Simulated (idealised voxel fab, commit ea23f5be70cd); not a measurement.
This section sets out a process module, namely voxel transistor to metal.
Displayed cross-section: cut, width of 285 nm, square cells sized 5 nm.
Heads up, the way a cross-section reads in here is a grid of square cells, handed over as bands from the top down, with every band being one or more rows of cells. What a band's entry tells you: where the top is and where the bottom is, as heights in nm, and after that what lies inside, material by material from left to right, each with its width in nm. Empty space is written as the word "air", and a single material marked with the word "throughout" occupies the band from edge to edge. Height datum 0, below which the as-received substrate wafer is one material. Lowest band open at the bottom, running downward: "0..down". Think of "30..40" as a width that walks from the first number to the second as you go down the band, top row to bottom row, taking equal-sized steps from row to row. "changes: none" after a step means that no cell of the cross-section changed. Any empty space of 8 cells or more lacking an open way to the top shows up in "Enclosed internal voids" as width x height at distance, distance from the left edge, in nm. On each step's line, the part that comes after the settings is the simulator's own comment on the step. A step's line can hold "overlay nm"; with a mask on that step, the setting says how far right of the planned place the mask lay, while a negative setting says it lay to the left. Everything after this point is organized in pairs: a cross-section before one process step, a cross-section after it that shows only as deep as the lowest changed band, and, under the pair, the intervening step with its settings. Because different runs of this module on the same starting wafer can supply different pairs, a pair continues from the pair above it only if its entry headed "Structure before processing" says so.

Structure before processing
    55..45 = W throughout
    45..40 = TiN: 50 / W: 15 / TiN: 35 / W: 15 / TiN: 50 / W: 15 / TiN: 35 / W: 15 / TiN: 55
    40..30 = SiO2: 45 / TiN: 5 / W: 15..5 / TiN: 5..15 / SiO2: 25 / TiN: 5..15 / W: 15..5 / TiN: 5 / SiO2: 40 / TiN: 5 / W: 15..5 / TiN: 5..15 / SiO2: 25 / TiN: 5..15 / W: 15..5 / TiN: 5 / SiO2: 50
    30..20 = SiO2: 45 / TiN: 5 / W: 5 / TiN: 5 / SiN: 10 / SiO2: 5 / SiCN: 15 / SiO2: 5 / SiN: 10 / TiN: 5 / W: 5 / TiN: 5 / SiO2: 40 / TiN: 5 / W: 5 / TiN: 5 / SiN: 10 / SiO2: 5 / SiCN: 15 / SiO2: 5 / SiN: 10 / TiN: 5 / W: 5 / TiN: 5 / SiO2: 50
    20..0 = SiO2: 45 / TiN: 5 / W: 5 / TiN: 5 / SiN: 10 / SiO2: 5 / polySi: 15 / SiO2: 5 / SiN: 10 / TiN: 5 / W: 5 / TiN: 5 / SiO2: 40 / TiN: 5 / W: 5 / TiN: 5 / SiN: 10 / SiO2: 5 / polySi: 15 / SiO2: 5 / SiN: 10 / TiN: 5 / W: 5 / TiN: 5 / SiO2: 50
    0..-5 = SiO2: 45 / TiN: 15 / SiN: 10 / SiO2: 5 / polySi: 15 / SiO2: 5 / SiN: 10 / TiN: 15 / SiO2: 40 / TiN: 15 / SiN: 10 / SiO2: 5 / polySi: 15 / SiO2: 5 / SiN: 10 / TiN: 15 / SiO2: 50
    -5..-10 = SiO2: 30 / nSi: 30 / SiO2: 45 / nSi: 30 / SiO2: 10 / nSi: 30 / SiO2: 45 / nSi: 30 / SiO2: 35
    -10..-65 = SiO2: 35 / Si: 95 / SiO2: 20 / Si: 95 / SiO2: 40
    -65..down = Si throughout
    Enclosed internal voids: none

Post-Process View
    40..30 = SiO2: 45 / TiN: 5 / W: 15..5 / TiN: 5..15 / SiO2: 25 / TiN: 5..15 / W: 15..5 / TiN: 5 / SiO2: 40 / TiN: 5 / W: 15..5 / TiN: 5..15 / SiO2: 25 / TiN: 5..15 / W: 15..5 / TiN: 5 / SiO2: 50
    Heights below 30 show no change.
    Enclosed internal voids: none
Step between the pre-process and post-process cross-sections given above: CMP with height nm 40

Structure before processing: cross-section not repeated; it is the one shown after the step in the pair just above.

Post-Process View
    45..40 = SiN throughout
    Heights below 40 show no change.
    Enclosed internal voids: none
Step between the pre-process and post-process cross-sections given above: CONFORMAL_DEP with material SiN, thk nm 5

Structure before processing: cross-section not repeated; it is the one shown after the step in the pair just above.

Post-Process View
    70..45 = lowk throughout
    Heights below 45 show no change.
    Enclosed internal voids: none
Step between the pre-process and post-process cross-sections given above: DIRECTIONAL_DEP with material lowk, thk nm 25

Structure before processing: cross-section not repeated; it is the one shown after the step in the pair just above.

Post-Process View
    90..70 = resist: 45 / air: 15 / resist: 45 / air: 15 / resist: 40 / air: 15 / resist: 45 / air: 15 / resist: 50
    Heights below 70 show no change.
    Enclosed internal voids: none
Step between the pre-process and post-process cross-sections given above: PATTERN with tone open, mask id METAL_1, material resist, width nm 15, thk nm 20, overlay nm 0

Structure before processing: cross-section not repeated; it is the one shown after the step in the pair just above.

Post-Process View
    90..70 = resist: 45 / air: 15 / resist: 45 / air: 15 / resist: 40 / air: 15 / resist: 45 / air: 15 / resist: 50
    70..45 = lowk: 45 / air: 15 / lowk: 45 / air: 15 / lowk: 40 / air: 15 / lowk: 45 / air: 15 / lowk: 50
    Heights below 45 show no change.
    Enclosed internal voids: none
Step between the pre-process and post-process cross-sections given above: DIRECTIONAL_ETCH with etch materials lowk, depth nm 25

Structure before processing: cross-section not repeated; it is the one shown after the step in the pair just above.

Post-Process View
    90..70 = resist: 45 / air: 15 / resist: 45 / air: 15 / resist: 40 / air: 15 / resist: 45 / air: 15 / resist: 50
    70..45 = lowk: 45 / air: 15 / lowk: 45 / air: 15 / lowk: 40 / air: 15 / lowk: 45 / air: 15 / lowk: 50
    45..40 = SiN: 45 / air: 15 / SiN: 45 / air: 15 / SiN: 40 / air: 15 / SiN: 45 / air: 15 / SiN: 50
    Heights below 40 show no change.
    Enclosed internal voids: none
Step between the pre-process and post-process cross-sections given above: DIRECTIONAL_ETCH with etch materials SiN, depth nm 5

Structure before processing: cross-section not repeated; it is the one shown after the step in the pair just above.

Post-Process View
    70..45 = lowk: 45 / air: 15 / lowk: 45 / air: 15 / lowk: 40 / air: 15 / lowk: 45 / air: 15 / lowk: 50
    Heights below 45 show no change.
    Enclosed internal voids: none
Step between the pre-process and post-process cross-sections given above: STRIP with etch materials resist

Structure before processing: cross-section not repeated; it is the one shown after the step in the pair just above.

Post-Process View
    75..70 = TiN: 50 / air: 5 / TiN: 55 / air: 5 / TiN: 50 / air: 5 / TiN: 55 / air: 5 / TiN: 55
    70..45 = lowk: 45 / TiN: 5 / air: 5 / TiN: 5 / lowk: 45 / TiN: 5 / air: 5 / TiN: 5 / lowk: 40 / TiN: 5 / air: 5 / TiN: 5 / lowk: 45 / TiN: 5 / air: 5 / TiN: 5 / lowk: 50
    45..40 = SiN: 45 / TiN: 15 / SiN: 45 / TiN: 15 / SiN: 40 / TiN: 15 / SiN: 45 / TiN: 15 / SiN: 50
    Heights below 40 show no change.
    Enclosed internal voids: none
Step between the pre-process and post-process cross-sections given above: CONFORMAL_DEP with material TiN, thk nm 5

Structure before processing: cross-section not repeated; it is the one shown after the step in the pair just above.

Post-Process View
    85..75 = Cu throughout
    75..70 = TiN: 50 / Cu: 5 / TiN: 55 / Cu: 5 / TiN: 50 / Cu: 5 / TiN: 55 / Cu: 5 / TiN: 55
    70..45 = lowk: 45 / TiN: 5 / Cu: 5 / TiN: 5 / lowk: 45 / TiN: 5 / Cu: 5 / TiN: 5 / lowk: 40 / TiN: 5 / Cu: 5 / TiN: 5 / lowk: 45 / TiN: 5 / Cu: 5 / TiN: 5 / lowk: 50
    Heights below 45 show no change.
    Enclosed internal voids: none
Step between the pre-process and post-process cross-sections given above: FILL_DEP with material Cu, thk nm 10

Structure before processing: cross-section not repeated; it is the one shown after the step in the pair just above.

Post-Process View
    70..45 = lowk: 45 / TiN: 5 / Cu: 5 / TiN: 5 / lowk: 45 / TiN: 5 / Cu: 5 / TiN: 5 / lowk: 40 / TiN: 5 / Cu: 5 / TiN: 5 / lowk: 45 / TiN: 5 / Cu: 5 / TiN: 5 / lowk: 50
    Heights below 45 show no change.
    Enclosed internal voids: none
Step between the pre-process and post-process cross-sections given above: CMP with height nm 70

Structure before processing: cross-section not repeated; it is the one shown after the step in the pair just above.

Post-Process View
    75..70 = SiN throughout
    Heights below 70 show no change.
    Enclosed internal voids: none
Step between the pre-process and post-process cross-sections given above: CONFORMAL_DEP with material SiN, thk nm 5

Structure before processing
    10..0 = air: 35 / SiN: 95 / air: 20 / SiN: 95 / air: 40
    0..-5 = SiO2 throughout
    -5..-35 = SiO2: 35 / Si: 95 / SiO2: 20 / Si: 95 / SiO2: 40
    -35..down = Si throughout
    Enclosed internal voids: none

Post-Process View
    10..0 = air: 35 / SiN: 95 / air: 20 / SiN: 95 / air: 40
    0..-5 = air: 40 / SiO2: 85 / air: 30 / SiO2: 85 / air: 45
    Heights below -5 show no change.
    Enclosed internal voids: none
Step between the pre-process and post-process cross-sections given above: SELECTIVE_ETCH with etch materials SiO2, depth nm 5

Structure before processing: cross-section not repeated; it is the one shown after the step in the pair just above.

Post-Process View
    0..-5 = air: 40 / SiO2: 85 / air: 30 / SiO2: 85 / air: 45
    Heights below -5 show no change.
    Enclosed internal voids: none
Step between the pre-process and post-process cross-sections given above: STRIP with etch materials SiN

Structure before processing: cross-section not repeated; it is the one shown after the step in the pair just above.

Post-Process View
    0..-5 = air: 40 / SiO2: 85 / air: 30 / SiO2: 85 / air: 45
    -5..-10 = SiO2: 45 / Si: 75 / SiO2: 40 / Si: 75 / SiO2: 50
    Heights below -10 show no change.
    Enclosed internal voids: none
Step between the pre-process and post-process cross-sections given above: OXIDIZE with depth nm 5

Structure before processing: cross-section not repeated; it is the one shown after the step in the pair just above.

Post-Process View
    25..20 = air: 40 / polySi: 85 / air: 30 / polySi: 85 / air: 45
    20..0 = polySi throughout
    0..-5 = polySi: 40 / SiO2: 85 / polySi: 30 / SiO2: 85 / polySi: 45
    Heights below -5 show no change.
    Enclosed internal voids: none
Step between the pre-process and post-process cross-sections given above: DIRECTIONAL_DEP with material polySi, thk nm 25

Structure before processing: cross-section not repeated; it is the one shown after the step in the pair just above.

Post-Process View
    35..30 = air: 40 / SiCN: 85 / air: 30 / SiCN: 85 / air: 45
    30..25 = SiCN throughout
    25..20 = SiCN: 40 / polySi: 85 / SiCN: 30 / polySi: 85 / SiCN: 45
    Heights below 20 show no change.
    Enclosed internal voids: none
Step between the pre-process and post-process cross-sections given above: DIRECTIONAL_DEP with material SiCN, thk nm 10

Structure before processing: cross-section not repeated; it is the one shown after the step in the pair just above.

Post-Process View
    50..45 = air: 40 / aC: 85 / air: 30 / aC: 85 / air: 45
    45..35 = aC throughout
    35..30 = aC: 40 / SiCN: 85 / aC: 30 / SiCN: 85 / aC: 45
    Heights below 30 show no change.
    Enclosed internal voids: none
Step between the pre-process and post-process cross-sections given above: DIRECTIONAL_DEP with material aC, thk nm 15

Structure before processing: cross-section not repeated; it is the one shown after the step in the pair just above.

Post-Process View
    80..50 = air: 75 / resist: 15 / air: 100 / resist: 15 / air: 80
    Heights below 50 show no change.
    Enclosed internal voids: none
Step between the pre-process and post-process cross-sections given above: PATTERN with tone cover, mask id GATE, material resist, width nm 15, pitch nm 115, thk nm 30, overlay nm 0

Structure before processing: cross-section not repeated; it is the one shown after the step in the pair just above.

Post-Process View
    65..50 = air: 75 / resist: 15 / air: 100 / resist: 15 / air: 80
    50..35 = air: 75 / aC: 15 / air: 100 / aC: 15 / air: 80
    35..30 = air: 40 / SiCN: 85 / air: 30 / SiCN: 85 / air: 45
    Heights below 30 show no change.
    Enclosed internal voids: none
Step between the pre-process and post-process cross-sections given above: DIRECTIONAL_ETCH with etch materials aC, depth nm 15

Structure before processing: cross-section not repeated; it is the one shown after the step in the pair just above.

Post-Process View
    50..35 = air: 75 / aC: 15 / air: 100 / aC: 15 / air: 80
    Heights below 35 show no change.
    Enclosed internal voids: none
Step between the pre-process and post-process cross-sections given above: STRIP with etch materials resist

Structure before processing: cross-section not repeated; it is the one shown after the step in the pair just above.

Post-Process View
    50..35 = air: 75 / aC: 15 / air: 100 / aC: 15 / air: 80
    35..25 = air: 75 / SiCN: 15 / air: 100 / SiCN: 15 / air: 80
    25..20 = air: 40 / polySi: 85 / air: 30 / polySi: 85 / air: 45
    Heights below 20 show no change.
    Enclosed internal voids: none
Step between the pre-process and post-process cross-sections given above: DIRECTIONAL_ETCH with etch materials SiCN, depth nm 20

Structure before processing: cross-section not repeated; it is the one shown after the step in the pair just above.

Post-Process View
    50..35 = air: 75 / aC: 15 / air: 100 / aC: 15 / air: 80
    35..25 = air: 75 / SiCN: 15 / air: 100 / SiCN: 15 / air: 80
    25..0 = air: 75 / polySi: 15 / air: 100 / polySi: 15 / air: 80
    0..-5 = air: 40 / SiO2: 85 / air: 30 / SiO2: 85 / air: 45
    Heights below -5 show no change.
    Enclosed internal voids: none
Step between the pre-process and post-process cross-sections given above: DIRECTIONAL_ETCH with etch materials polySi, depth nm 35

Structure before processing: cross-section not repeated; it is the one shown after the step in the pair just above.

Post-Process View
    35..25 = air: 75 / SiCN: 15 / air: 100 / SiCN: 15 / air: 80
    Heights below 25 show no change.
    Enclosed internal voids: none
Step between the pre-process and post-process cross-sections given above: STRIP with etch materials aC

Structure before processing: cross-section not repeated; it is the one shown after the step in the pair just above.

Post-Process View
    40..35 = air: 70 / SiO2: 25 / air: 90 / SiO2: 25 / air: 75
    35..25 = air: 70 / SiO2: 5 / SiCN: 15 / SiO2: 5 / air: 90 / SiO2: 5 / SiCN: 15 / SiO2: 5 / air: 75
    25..5 = air: 70 / SiO2: 5 / polySi: 15 / SiO2: 5 / air: 90 / SiO2: 5 / polySi: 15 / SiO2: 5 / air: 75
    5..0 = air: 35 / SiO2: 40 / polySi: 15 / SiO2: 40 / air: 20 / SiO2: 40 / polySi: 15 / SiO2: 40 / air: 40
    0..-5 = SiO2 throughout
    Heights below -5 show no change.
    Enclosed internal voids: none
Step between the pre-process and post-process cross-sections given above: CONFORMAL_DEP with material SiO2, thk nm 5

Structure before processing: cross-section not repeated; it is the one shown after the step in the pair just above.

Post-Process View
    35..25 = air: 70 / SiO2: 5 / SiCN: 15 / SiO2: 5 / air: 90 / SiO2: 5 / SiCN: 15 / SiO2: 5 / air: 75
    25..0 = air: 70 / SiO2: 5 / polySi: 15 / SiO2: 5 / air: 90 / SiO2: 5 / polySi: 15 / SiO2: 5 / air: 75
    0..-5 = air: 35 / SiO2: 95 / air: 20 / SiO2: 95 / air: 40
    Heights below -5 show no change.
    Enclosed internal voids: none
Step between the pre-process and post-process cross-sections given above: DIRECTIONAL_ETCH with etch materials SiO2, depth nm 5

Structure before processing: cross-section not repeated; it is the one shown after the step in the pair just above.

Post-Process View
    45..35 = air: 60 / SiN: 45 / air: 70 / SiN: 45 / air: 65
    35..25 = air: 60 / SiN: 10 / SiO2: 5 / SiCN: 15 / SiO2: 5 / SiN: 10 / air: 70 / SiN: 10 / SiO2: 5 / SiCN: 15 / SiO2: 5 / SiN: 10 / air: 65
    25..10 = air: 60 / SiN: 10 / SiO2: 5 / polySi: 15 / SiO2: 5 / SiN: 10 / air: 70 / SiN: 10 / SiO2: 5 / polySi: 15 / SiO2: 5 / SiN: 10 / air: 65
    10..5 = air: 25 / SiN: 45 / SiO2: 5 / polySi: 15 / SiO2: 5 / SiN: 90 / SiO2: 5 / polySi: 15 / SiO2: 5 / SiN: 45 / air: 30
    5..0 = SiN: 70 / SiO2: 5 / polySi: 15 / SiO2: 5 / SiN: 90 / SiO2: 5 / polySi: 15 / SiO2: 5 / SiN: 75
    0..-5 = SiN: 35 / SiO2: 95 / SiN: 20 / SiO2: 95 / SiN: 40
    Heights below -5 show no change.
    Enclosed internal voids: none
Step between the pre-process and post-process cross-sections given above: CONFORMAL_DEP with material SiN, thk nm 10

Structure before processing: cross-section not repeated; it is the one shown after the step in the pair just above.

Post-Process View
    35..25 = air: 60 / SiN: 10 / SiO2: 5 / SiCN: 15 / SiO2: 5 / SiN: 10 / air: 70 / SiN: 10 / SiO2: 5 / SiCN: 15 / SiO2: 5 / SiN: 10 / air: 65
    25..0 = air: 60 / SiN: 10 / SiO2: 5 / polySi: 15 / SiO2: 5 / SiN: 10 / air: 70 / SiN: 10 / SiO2: 5 / polySi: 15 / SiO2: 5 / SiN: 10 / air: 65
    0..-5 = air: 25 / SiN: 10 / SiO2: 95 / SiN: 20 / SiO2: 95 / SiN: 10 / air: 30
    Heights below -5 show no change.
    Enclosed internal voids: none
Step between the pre-process and post-process cross-sections given above: DIRECTIONAL_ETCH with etch materials SiN, depth nm 10

Structure before processing: cross-section not repeated; it is the one shown after the step in the pair just above.

Post-Process View
    35..30 = air: 60 / SiN: 10 / air: 5 / SiCN: 15 / air: 5 / SiN: 10 / air: 70 / SiN: 10 / air: 5 / SiCN: 15 / air: 5 / SiN: 10 / air: 65
    30..25 = air: 60 / SiN: 10 / SiO2: 5 / SiCN: 15 / SiO2: 5 / SiN: 10 / air: 70 / SiN: 10 / SiO2: 5 / SiCN: 15 / SiO2: 5 / SiN: 10 / air: 65
    25..0 = air: 60 / SiN: 10 / SiO2: 5 / polySi: 15 / SiO2: 5 / SiN: 10 / air: 70 / SiN: 10 / SiO2: 5 / polySi: 15 / SiO2: 5 / SiN: 10 / air: 65
    0..-5 = air: 25 / SiN: 10 / air: 25 / SiO2: 45 / air: 25 / SiN: 20 / air: 25 / SiO2: 45 / air: 25 / SiN: 10 / air: 30
    -5..-10 = air: 25 / SiO2: 20 / Si: 75 / SiO2: 40 / Si: 75 / SiO2: 20 / air: 30
    Heights below -10 show no change.
    Enclosed internal voids: none
Step between the pre-process and post-process cross-sections given above: DIRECTIONAL_ETCH with etch materials SiO2, depth nm 5

Structure before processing: cross-section not repeated; it is the one shown after the step in the pair just above.

Post-Process View
    35..30 = air: 60 / SiN: 10 / air: 5 / SiCN: 15 / air: 5 / SiN: 10 / air: 70 / SiN: 10 / air: 5 / SiCN: 15 / air: 5 / SiN: 10 / air: 65
    30..25 = air: 60 / SiN: 10 / SiO2: 5 / SiCN: 15 / SiO2: 5 / SiN: 10 / air: 70 / SiN: 10 / SiO2: 5 / SiCN: 15 / SiO2: 5 / SiN: 10 / air: 65
    25..0 = air: 60 / SiN: 10 / SiO2: 5 / polySi: 15 / SiO2: 5 / SiN: 10 / air: 70 / SiN: 10 / SiO2: 5 / polySi: 15 / SiO2: 5 / SiN: 10 / air: 65
    0..-5 = air: 25 / SiN: 10 / air: 5 / nSi: 20 / SiO2: 45 / nSi: 20 / air: 5 / SiN: 20 / air: 5 / nSi: 20 / SiO2: 45 / nSi: 20 / air: 5 / SiN: 10 / air: 30
    Heights below -5 show no change.
    Enclosed internal voids: none
Step between the pre-process and post-process cross-sections given above: EPI with material nSi, thk nm 5

Structure before processing: cross-section not repeated; it is the one shown after the step in the pair just above.

Post-Process View
    45..35 = SiO2 throughout
    35..25 = SiO2: 60 / SiN: 10 / SiO2: 5 / SiCN: 15 / SiO2: 5 / SiN: 10 / SiO2: 70 / SiN: 10 / SiO2: 5 / SiCN: 15 / SiO2: 5 / SiN: 10 / SiO2: 65
    25..0 = SiO2: 60 / SiN: 10 / SiO2: 5 / polySi: 15 / SiO2: 5 / SiN: 10 / SiO2: 70 / SiN: 10 / SiO2: 5 / polySi: 15 / SiO2: 5 / SiN: 10 / SiO2: 65
    0..-5 = SiO2: 25 / SiN: 10 / SiO2: 5 / nSi: 20 / SiO2: 45 / nSi: 20 / SiO2: 5 / SiN: 20 / SiO2: 5 / nSi: 20 / SiO2: 45 / nSi: 20 / SiO2: 5 / SiN: 10 / SiO2: 30
    -5..-10 = SiO2: 45 / Si: 75 / SiO2: 40 / Si: 75 / SiO2: 50
    Heights below -10 show no change.
    Enclosed internal voids: none
Step between the pre-process and post-process cross-sections given above: FILL_DEP with material SiO2, thk nm 10

Structure before processing: cross-section not repeated; it is the one shown after the step in the pair just above.

Post-Process View
    30..25 = SiO2: 60 / SiN: 10 / SiO2: 5 / SiCN: 15 / SiO2: 5 / SiN: 10 / SiO2: 70 / SiN: 10 / SiO2: 5 / SiCN: 15 / SiO2: 5 / SiN: 10 / SiO2: 65
    Heights below 25 show no change.
    Enclosed internal voids: none
Step between the pre-process and post-process cross-sections given above: CMP with height nm 30

Structure before processing: cross-section not repeated; it is the one shown after the step in the pair just above.

Post-Process View
    40..30 = SiO2 throughout
    Heights below 30 show no change.
    Enclosed internal voids: none
Step between the pre-process and post-process cross-sections given above: DIRECTIONAL_DEP with material SiO2, thk nm 10

Structure before processing: cross-section not repeated; it is the one shown after the step in the pair just above.

Post-Process View
    50..40 = aC throughout
    Heights below 40 show no change.
    Enclosed internal voids: none
Step between the pre-process and post-process cross-sections given above: DIRECTIONAL_DEP with material aC, thk nm 10

Structure before processing: cross-section not repeated; it is the one shown after the step in the pair just above.

Post-Process View
    75..50 = resist: 45 / air: 25 / resist: 25 / air: 25 / resist: 40 / air: 25 / resist: 25 / air: 25 / resist: 50
    Heights below 50 show no change.
    Enclosed internal voids: none
Step between the pre-process and post-process cross-sections given above: PATTERN with tone open, mask id CONTACT, material resist, width nm 25, thk nm 25, overlay nm 0

Structure before processing: cross-section not repeated; it is the one shown after the step in the pair just above.

Post-Process View
    65..50 = resist: 45 / air: 25 / resist: 25 / air: 25 / resist: 40 / air: 25 / resist: 25 / air: 25 / resist: 50
    50..40 = aC: 45 / air: 25 / aC: 25 / air: 25 / aC: 40 / air: 25 / aC: 25 / air: 25 / aC: 50
    Heights below 40 show no change.
    Enclosed internal voids: none
Step between the pre-process and post-process cross-sections given above: DIRECTIONAL_ETCH with etch materials aC, depth nm 10

Structure before processing: cross-section not repeated; it is the one shown after the step in the pair just above.

Post-Process View
    50..40 = aC: 45 / air: 25 / aC: 25 / air: 25 / aC: 40 / air: 25 / aC: 25 / air: 25 / aC: 50
    Heights below 40 show no change.
    Enclosed internal voids: none
Step between the pre-process and post-process cross-sections given above: STRIP with etch materials resist

Structure before processing: cross-section not repeated; it is the one shown after the step in the pair just above.

Post-Process View
    50..40 = aC: 45 / air: 25 / aC: 25 / air: 25 / aC: 40 / air: 25 / aC: 25 / air: 25 / aC: 50
    40..30 = SiO2: 45 / air: 25 / SiO2: 25 / air: 25 / SiO2: 40 / air: 25 / SiO2: 25 / air: 25 / SiO2: 50
    30..25 = SiO2: 45 / air: 15 / SiN: 10 / SiO2: 5 / SiCN: 15 / SiO2: 5 / SiN: 10 / air: 15 / SiO2: 40 / air: 15 / SiN: 10 / SiO2: 5 / SiCN: 15 / SiO2: 5 / SiN: 10 / air: 15 / SiO2: 50
    25..0 = SiO2: 45 / air: 15 / SiN: 10 / SiO2: 5 / polySi: 15 / SiO2: 5 / SiN: 10 / air: 15 / SiO2: 40 / air: 15 / SiN: 10 / SiO2: 5 / polySi: 15 / SiO2: 5 / SiN: 10 / air: 15 / SiO2: 50
    Heights below 0 show no change.
    Enclosed internal voids: none
Step between the pre-process and post-process cross-sections given above: DIRECTIONAL_ETCH with etch materials SiO2, depth nm 45

Structure before processing: cross-section not repeated; it is the one shown after the step in the pair just above.

Post-Process View
    40..30 = SiO2: 45 / air: 25 / SiO2: 25 / air: 25 / SiO2: 40 / air: 25 / SiO2: 25 / air: 25 / SiO2: 50
    Heights below 30 show no change.
    Enclosed internal voids: none
Step between the pre-process and post-process cross-sections given above: STRIP with etch materials aC

Structure before processing: cross-section not repeated; it is the one shown after the step in the pair just above.

Post-Process View
    45..40 = TiN: 50 / air: 15 / TiN: 35 / air: 15 / TiN: 50 / air: 15 / TiN: 35 / air: 15 / TiN: 55
    40..30 = SiO2: 45 / TiN: 5 / air: 15..5 / TiN: 5..15 / SiO2: 25 / TiN: 5..15 / air: 15..5 / TiN: 5 / SiO2: 40 / TiN: 5 / air: 15..5 / TiN: 5..15 / SiO2: 25 / TiN: 5..15 / air: 15..5 / TiN: 5 / SiO2: 50
    30..25 = SiO2: 45 / TiN: 5 / air: 5 / TiN: 5 / SiN: 10 / SiO2: 5 / SiCN: 15 / SiO2: 5 / SiN: 10 / TiN: 5 / air: 5 / TiN: 5 / SiO2: 40 / TiN: 5 / air: 5 / TiN: 5 / SiN: 10 / SiO2: 5 / SiCN: 15 / SiO2: 5 / SiN: 10 / TiN: 5 / air: 5 / TiN: 5 / SiO2: 50
    25..5 = SiO2: 45 / TiN: 5 / air: 5 / TiN: 5 / SiN: 10 / SiO2: 5 / polySi: 15 / SiO2: 5 / SiN: 10 / TiN: 5 / air: 5 / TiN: 5 / SiO2: 40 / TiN: 5 / air: 5 / TiN: 5 / SiN: 10 / SiO2: 5 / polySi: 15 / SiO2: 5 / SiN: 10 / TiN: 5 / air: 5 / TiN: 5 / SiO2: 50
    5..0 = SiO2: 45 / TiN: 15 / SiN: 10 / SiO2: 5 / polySi: 15 / SiO2: 5 / SiN: 10 / TiN: 15 / SiO2: 40 / TiN: 15 / SiN: 10 / SiO2: 5 / polySi: 15 / SiO2: 5 / SiN: 10 / TiN: 15 / SiO2: 50
    Heights below 0 show no change.
    Enclosed internal voids: none
Step between the pre-process and post-process cross-sections given above: CONFORMAL_DEP with material TiN, thk nm 5

Structure before processing: cross-section not repeated; it is the one shown after the step in the pair just above.

Post-Process View
    55..45 = W throughout
    45..40 = TiN: 50 / W: 15 / TiN: 35 / W: 15 / TiN: 50 / W: 15 / TiN: 35 / W: 15 / TiN: 55
    40..30 = SiO2: 45 / TiN: 5 / W: 15..5 / TiN: 5..15 / SiO2: 25 / TiN: 5..15 / W: 15..5 / TiN: 5 / SiO2: 40 / TiN: 5 / W: 15..5 / TiN: 5..15 / SiO2: 25 / TiN: 5..15 / W: 15..5 / TiN: 5 / SiO2: 50
    30..25 = SiO2: 45 / TiN: 5 / W: 5 / TiN: 5 / SiN: 10 / SiO2: 5 / SiCN: 15 / SiO2: 5 / SiN: 10 / TiN: 5 / W: 5 / TiN: 5 / SiO2: 40 / TiN: 5 / W: 5 / TiN: 5 / SiN: 10 / SiO2: 5 / SiCN: 15 / SiO2: 5 / SiN: 10 / TiN: 5 / W: 5 / TiN: 5 / SiO2: 50
    25..5 = SiO2: 45 / TiN: 5 / W: 5 / TiN: 5 / SiN: 10 / SiO2: 5 / polySi: 15 / SiO2: 5 / SiN: 10 / TiN: 5 / W: 5 / TiN: 5 / SiO2: 40 / TiN: 5 / W: 5 / TiN: 5 / SiN: 10 / SiO2: 5 / polySi: 15 / SiO2: 5 / SiN: 10 / TiN: 5 / W: 5 / TiN: 5 / SiO2: 50
    Heights below 5 show no change.
    Enclosed internal voids: none
Step between the pre-process and post-process cross-sections given above: FILL_DEP with material W, thk nm 10

Structure before processing: cross-section not repeated; it is the one shown after the step in the pair just above.

Post-Process View
    40..30 = SiO2: 45 / TiN: 5 / W: 15..5 / TiN: 5..15 / SiO2: 25 / TiN: 5..15 / W: 15..5 / TiN: 5 / SiO2: 40 / TiN: 5 / W: 15..5 / TiN: 5..15 / SiO2: 25 / TiN: 5..15 / W: 15..5 / TiN: 5 / SiO2: 50
    Heights below 30 show no change.
    Enclosed internal voids: none
Step between the pre-process and post-process cross-sections given above: CMP with height nm 40

Structure before processing: cross-section not repeated; it is the one shown after the step in the pair just above.

Post-Process View
    45..40 = SiN throughout
    Heights below 40 show no change.
    Enclosed internal voids: none
Step between the pre-process and post-process cross-sections given above: CONFORMAL_DEP with material SiN, thk nm 5

Structure before processing: cross-section not repeated; it is the one shown after the step in the pair just above.

Post-Process View
    70..45 = lowk throughout
    Heights below 45 show no change.
    Enclosed internal voids: none
Step between the pre-process and post-process cross-sections given above: DIRECTIONAL_DEP with material lowk, thk nm 25

Structure before processing: cross-section not repeated; it is the one shown after the step in the pair just above.

Post-Process View
    90..70 = resist: 45 / air: 15 / resist: 45 / air: 15 / resist: 40 / air: 15 / resist: 45 / air: 15 / resist: 50
    Heights below 70 show no change.
    Enclosed internal voids: none
Step between the pre-process and post-process cross-sections given above: PATTERN with tone open, mask id METAL_1, material resist, width nm 15, thk nm 20, overlay nm 0

Structure before processing: cross-section not repeated; it is the one shown after the step in the pair just above.

Post-Process View
    90..70 = resist: 45 / air: 15 / resist: 45 / air: 15 / resist: 40 / air: 15 / resist: 45 / air: 15 / resist: 50
    70..45 = lowk: 45 / air: 15 / lowk: 45 / air: 15 / lowk: 40 / air: 15 / lowk: 45 / air: 15 / lowk: 50
    Heights below 45 show no change.
    Enclosed internal voids: none
Step between the pre-process and post-process cross-sections given above: DIRECTIONAL_ETCH with etch materials lowk, depth nm 25

Structure before processing: cross-section not repeated; it is the one shown after the step in the pair just above.

Post-Process View
    90..70 = resist: 45 / air: 15 / resist: 45 / air: 15 / resist: 40 / air: 15 / resist: 45 / air: 15 / resist: 50
    70..45 = lowk: 45 / air: 15 / lowk: 45 / air: 15 / lowk: 40 / air: 15 / lowk: 45 / air: 15 / lowk: 50
    45..40 = SiN: 45 / air: 15 / SiN: 45 / air: 15 / SiN: 40 / air: 15 / SiN: 45 / air: 15 / SiN: 50
    Heights below 40 show no change.
    Enclosed internal voids: none
Step between the pre-process and post-process cross-sections given above: DIRECTIONAL_ETCH with etch materials SiN, depth nm 5

Structure before processing: cross-section not repeated; it is the one shown after the step in the pair just above.

Post-Process View
    70..45 = lowk: 45 / air: 15 / lowk: 45 / air: 15 / lowk: 40 / air: 15 / lowk: 45 / air: 15 / lowk: 50
    Heights below 45 show no change.
    Enclosed internal voids: none
Step between the pre-process and post-process cross-sections given above: STRIP with etch materials resist

Structure before processing: cross-section not repeated; it is the one shown after the step in the pair just above.

Post-Process View
    75..70 = TiN: 50 / air: 5 / TiN: 55 / air: 5 / TiN: 50 / air: 5 / TiN: 55 / air: 5 / TiN: 55
    70..45 = lowk: 45 / TiN: 5 / air: 5 / TiN: 5 / lowk: 45 / TiN: 5 / air: 5 / TiN: 5 / lowk: 40 / TiN: 5 / air: 5 / TiN: 5 / lowk: 45 / TiN: 5 / air: 5 / TiN: 5 / lowk: 50
    45..40 = SiN: 45 / TiN: 15 / SiN: 45 / TiN: 15 / SiN: 40 / TiN: 15 / SiN: 45 / TiN: 15 / SiN: 50
    Heights below 40 show no change.
    Enclosed internal voids: none
Step between the pre-process and post-process cross-sections given above: CONFORMAL_DEP with material TiN, thk nm 5
